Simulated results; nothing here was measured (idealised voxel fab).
process module | voxel capacitor over wiring
cross-section cut | 280 nm wide | cells 5 nm
A cross-section is a grid of square cells, given in bands from the top down. A band is one or more rows of cells.
Each band's line starts with the height of the band's top and of its bottom, in nm. Then come its materials from left to right, each with its width in nm. One material with "throughout" fills the band from edge to edge. "air" is empty space.
Height 0 is the level under which the wafer as received is all one material. The lowest band goes on downwards, as in "0 down".
A width such as "30 to 40" changes by the same amount from each row of cells to the next, from the band's top row to its bottom row.
"no change" after a step means that no cell of the cross-section changed.
closed voids: empty space of 8 cells or more with no open way to the top, each as width x height at its distance from the left edge, in nm
after a step's settings: what the simulator itself notes on the step
overlay nm, on a step with a mask: how far to the right of its planned place the mask lay; to the left if negative
plan
1 op RECEIVE | material Si
2 op CONFORMAL_DEP | material SiO2 | thk nm 10
3 op CONFORMAL_DEP | material SiN | thk nm 5
4 op DIRECTIONAL_DEP | material SiO2 | thk nm 15
5 op PATTERN | tone open | mask id METAL_1 | material resist | width nm 20 | pitch nm 70 | thk nm 15 | overlay nm 0
6 op DIRECTIONAL_ETCH | etch materials SiO2 | depth nm 15
7 op DIRECTIONAL_ETCH | etch materials SiN | depth nm 5
8 op STRIP | etch materials resist
9 op CONFORMAL_DEP | material TiN | thk nm 5
10 op FILL_DEP | material W | thk nm 10
11 op CMP | height nm 30
12 op EPI | material Ru | thk nm 5
13 op FILL_DEP | material SiCN | thk nm 5
14 op DIRECTIONAL_DEP | material lowk | thk nm 10
15 op DIRECTIONAL_DEP | material aC | thk nm 15
16 op PATTERN | tone open | mask id PLUG_1 | material resist | width nm 15 | thk nm 35 | overlay nm 0
17 op DIRECTIONAL_ETCH | etch materials aC | depth nm 15
18 op STRIP | etch materials resist
19 op DIRECTIONAL_ETCH | etch materials lowk | depth nm 10
20 op DIRECTIONAL_ETCH | etch materials SiCN | depth nm 5
21 op STRIP | etch materials aC
22 op CONFORMAL_DEP | material TiN | thk nm 5
23 op FILL_DEP | material Ru | thk nm 10
24 op CMP | height nm 50
25 op DIRECTIONAL_DEP | material TiN | thk nm 5
26 op DIRECTIONAL_DEP | material HfO2 | thk nm 5
27 op DIRECTIONAL_DEP | material TiN | thk nm 5
28 op DIRECTIONAL_DEP | material aC | thk nm 10
29 op PATTERN | tone cover | mask id UPPER_PLATE | material resist | width nm 55 | thk nm 25 | overlay nm 0
30 op DIRECTIONAL_ETCH | etch materials aC | depth nm 10
31 op STRIP | etch materials resist
32 op DIRECTIONAL_ETCH | etch materials TiN | depth nm 5
33 op DIRECTIONAL_ETCH | etch materials HfO2 | depth nm 5
34 op STRIP | etch materials aC
35 op MASKED_ETCH | tone cover | mask id LOWER_PLATE | width nm 65 | etch materials TiN | depth nm 5 | overlay nm 0
36 op FILL_DEP | material SiO2 | thk nm 15
37 op CMP | height nm 75
38 op DIRECTIONAL_DEP | material aC | thk nm 15
39 op PATTERN | tone open | mask id PLUG_2 | material resist | width nm 15 | thk nm 30 | overlay nm 0
40 op DIRECTIONAL_ETCH | etch materials aC | depth nm 15
41 op STRIP | etch materials resist
42 op DIRECTIONAL_ETCH | etch materials SiO2 | depth nm 10
43 op STRIP | etch materials aC
44 op CONFORMAL_DEP | material TiN | thk nm 5
45 op FILL_DEP | material Cu | thk nm 10
46 op CMP | height nm 75
47 op CONFORMAL_DEP | material SiCN | thk nm 5
first wafer, as planned
as received, after step 1
  0 down: Si throughout
  closed voids: none
after step 2
  10 to 0: SiO2 throughout
  below 0: unchanged
after step 3
  15 to 10: SiN throughout
  below 10: unchanged
after step 4
  30 to 15: SiO2 throughout
  below 15: unchanged
after step 5
  45 to 30: resist 95 | air 20 | resist 50 | air 20 | resist 95
  below 30: unchanged
after step 6
  45 to 30: resist 95 | air 20 | resist 50 | air 20 | resist 95
  30 to 15: SiO2 95 | air 20 | SiO2 50 | air 20 | SiO2 95
  below 15: unchanged
after step 7
  45 to 30: resist 95 | air 20 | resist 50 | air 20 | resist 95
  30 to 15: SiO2 95 | air 20 | SiO2 50 | air 20 | SiO2 95
  15 to 10: SiN 95 | air 20 | SiN 50 | air 20 | SiN 95
  below 10: unchanged
after step 8
  30 to 15: SiO2 95 | air 20 | SiO2 50 | air 20 | SiO2 95
  below 15: unchanged
after step 9
  35 to 30: TiN 100 | air 10 | TiN 60 | air 10 | TiN 100
  30 to 15: SiO2 95 | TiN 5 | air 10 | TiN 5 | SiO2 50 | TiN 5 | air 10 | TiN 5 | SiO2 95
  15 to 10: SiN 95 | TiN 20 | SiN 50 | TiN 20 | SiN 95
  below 10: unchanged
after step 10
  45 to 35: W throughout
  35 to 30: TiN 100 | W 10 | TiN 60 | W 10 | TiN 100
  30 to 15: SiO2 95 | TiN 5 | W 10 | TiN 5 | SiO2 50 | TiN 5 | W 10 | TiN 5 | SiO2 95
  below 15: unchanged
after step 11
  30 to 15: SiO2 95 | TiN 5 | W 10 | TiN 5 | SiO2 50 | TiN 5 | W 10 | TiN 5 | SiO2 95
  below 15: unchanged
after step 12
  35 to 30: air 90 | Ru 30 | air 40 | Ru 30 | air 90
  below 30: unchanged
after step 13
  40 to 35: SiCN throughout
  35 to 30: SiCN 90 | Ru 30 | SiCN 40 | Ru 30 | SiCN 90
  below 30: unchanged
after step 14
  50 to 40: lowk throughout
  below 40: unchanged
after step 15
  65 to 50: aC throughout
  below 50: unchanged
after step 16
  100 to 65: resist 100 | air 15 | resist 165
  below 65: unchanged
after step 17
  85 to 65: resist 100 | air 15 | resist 165
  65 to 50: aC 100 | air 15 | aC 165
  below 50: unchanged
after step 18
  65 to 50: aC 100 | air 15 | aC 165
  below 50: unchanged
after step 19
  65 to 50: aC 100 | air 15 | aC 165
  50 to 40: lowk 100 | air 15 | lowk 165
  below 40: unchanged
after step 20
  65 to 50: aC 100 | air 15 | aC 165
  50 to 40: lowk 100 | air 15 | lowk 165
  40 to 35: SiCN 100 | air 15 | SiCN 165
  below 35: unchanged
after step 21
  50 to 40: lowk 100 | air 15 | lowk 165
  below 40: unchanged
after step 22
  55 to 50: TiN 105 | air 5 | TiN 170
  50 to 40: lowk 100 | TiN 5 | air 5 | TiN 5 | lowk 165
  40 to 35: SiCN 100 | TiN 15 | SiCN 165
  below 35: unchanged
after step 23
  65 to 55: Ru throughout
  55 to 50: TiN 105 | Ru 5 | TiN 170
  50 to 40: lowk 100 | TiN 5 | Ru 5 | TiN 5 | lowk 165
  below 40: unchanged
after step 24
  50 to 40: lowk 100 | TiN 5 | Ru 5 | TiN 5 | lowk 165
  below 40: unchanged
after step 25
  55 to 50: TiN throughout
  below 50: unchanged
after step 26
  60 to 55: HfO2 throughout
  below 55: unchanged
after step 27
  65 to 60: TiN throughout
  below 60: unchanged
after step 28
  75 to 65: aC throughout
  below 65: unchanged
after step 29
  100 to 75: air 100 | resist 55 | air 125
  below 75: unchanged
after step 30
  90 to 75: air 100 | resist 55 | air 125
  75 to 65: air 100 | aC 55 | air 125
  below 65: unchanged
after step 31
  75 to 65: air 100 | aC 55 | air 125
  below 65: unchanged
after step 32
  75 to 65: air 100 | aC 55 | air 125
  65 to 60: air 100 | TiN 55 | air 125
  below 60: unchanged
after step 33
  75 to 65: air 100 | aC 55 | air 125
  65 to 60: air 100 | TiN 55 | air 125
  60 to 55: air 100 | HfO2 55 | air 125
  below 55: unchanged
after step 34
  65 to 60: air 100 | TiN 55 | air 125
  below 60: unchanged
after step 35
  65 to 60: air 100 | TiN 55 | air 125
  60 to 55: air 100 | HfO2 55 | air 125
  55 to 50: air 95 | TiN 65 | air 120
  below 50: unchanged
after step 36
  80 to 65: SiO2 throughout
  65 to 60: SiO2 100 | TiN 55 | SiO2 125
  60 to 55: SiO2 100 | HfO2 55 | SiO2 125
  55 to 50: SiO2 95 | TiN 65 | SiO2 120
  below 50: unchanged
after step 37
  75 to 65: SiO2 throughout
  below 65: unchanged
after step 38
  90 to 75: aC throughout
  below 75: unchanged
after step 39
  120 to 90: resist 110 | air 15 | resist 155
  below 90: unchanged
after step 40
  105 to 90: resist 110 | air 15 | resist 155
  90 to 75: aC 110 | air 15 | aC 155
  below 75: unchanged
after step 41
  90 to 75: aC 110 | air 15 | aC 155
  below 75: unchanged
after step 42
  90 to 75: aC 110 | air 15 | aC 155
  75 to 65: SiO2 110 | air 15 | SiO2 155
  below 65: unchanged
after step 43
  75 to 65: SiO2 110 | air 15 | SiO2 155
  below 65: unchanged
after step 44
  80 to 75: TiN 115 | air 5 | TiN 160
  75 to 70: SiO2 110 | TiN 5 | air 5 | TiN 5 | SiO2 155
  70 to 60: SiO2 110 to 100 | TiN 15 to 55 | SiO2 155 to 125
  below 60: unchanged
after step 45
  90 to 80: Cu throughout
  80 to 75: TiN 115 | Cu 5 | TiN 160
  75 to 70: SiO2 110 | TiN 5 | Cu 5 | TiN 5 | SiO2 155
  below 70: unchanged
after step 46
  75 to 70: SiO2 110 | TiN 5 | Cu 5 | TiN 5 | SiO2 155
  below 70: unchanged
after step 47
  80 to 75: SiCN throughout
  below 75: unchanged
second wafer: like start, like plan, one mistake. Through step 34 it matches the first wafer
when step 35 should have ended
  65 to 60: air 100 | TiN 55 | air 125
  60 to 55: air 100 | HfO2 55 | air 125
  55 to 50: air 100 | TiN 65 | air 115
  below 50: unchanged
when step 36 should have ended
  80 to 65: SiO2 throughout
  65 to 60: SiO2 100 | TiN 55 | SiO2 125
  60 to 55: SiO2 100 | HfO2 55 | SiO2 125
  55 to 50: SiO2 100 | TiN 65 | SiO2 115
  below 50: unchanged
when step 37 should have ended
  75 to 65: SiO2 throughout
  below 65: unchanged
when step 38 should have ended
  90 to 75: aC throughout
  below 75: unchanged
when step 39 should have ended
  120 to 90: resist 110 | air 15 | resist 155
  below 90: unchanged
when step 40 should have ended
  105 to 90: resist 110 | air 15 | resist 155
  90 to 75: aC 110 | air 15 | aC 155
  below 75: unchanged
when step 41 should have ended
  90 to 75: aC 110 | air 15 | aC 155
  below 75: unchanged
when step 42 should have ended
  90 to 75: aC 110 | air 15 | aC 155
  75 to 65: SiO2 110 | air 15 | SiO2 155
  below 65: unchanged
when step 43 should have ended
  75 to 65: SiO2 110 | air 15 | SiO2 155
  below 65: unchanged
when step 44 should have ended
  80 to 75: TiN 115 | air 5 | TiN 160
  75 to 70: SiO2 110 | TiN 5 | air 5 | TiN 5 | SiO2 155
  70 to 60: SiO2 110 to 100 | TiN 15 to 55 | SiO2 155 to 125
  below 60: unchanged
when step 45 should have ended
  90 to 80: Cu throughout
  80 to 75: TiN 115 | Cu 5 | TiN 160
  75 to 70: SiO2 110 | TiN 5 | Cu 5 | TiN 5 | SiO2 155
  below 70: unchanged
when step 46 should have ended
  75 to 70: SiO2 110 | TiN 5 | Cu 5 | TiN 5 | SiO2 155
  below 70: unchanged
when step 47 should have ended
  80 to 75: SiCN throughout
  below 75: unchanged
what went wrong: step 35 ran as: op MASKED_ETCH | tone cover | mask id LOWER_PLATE | width nm 65 | etch materials TiN | depth nm 5 | overlay nm 5
at the end the second wafer has, in cells: as many of each material as the first, in other places
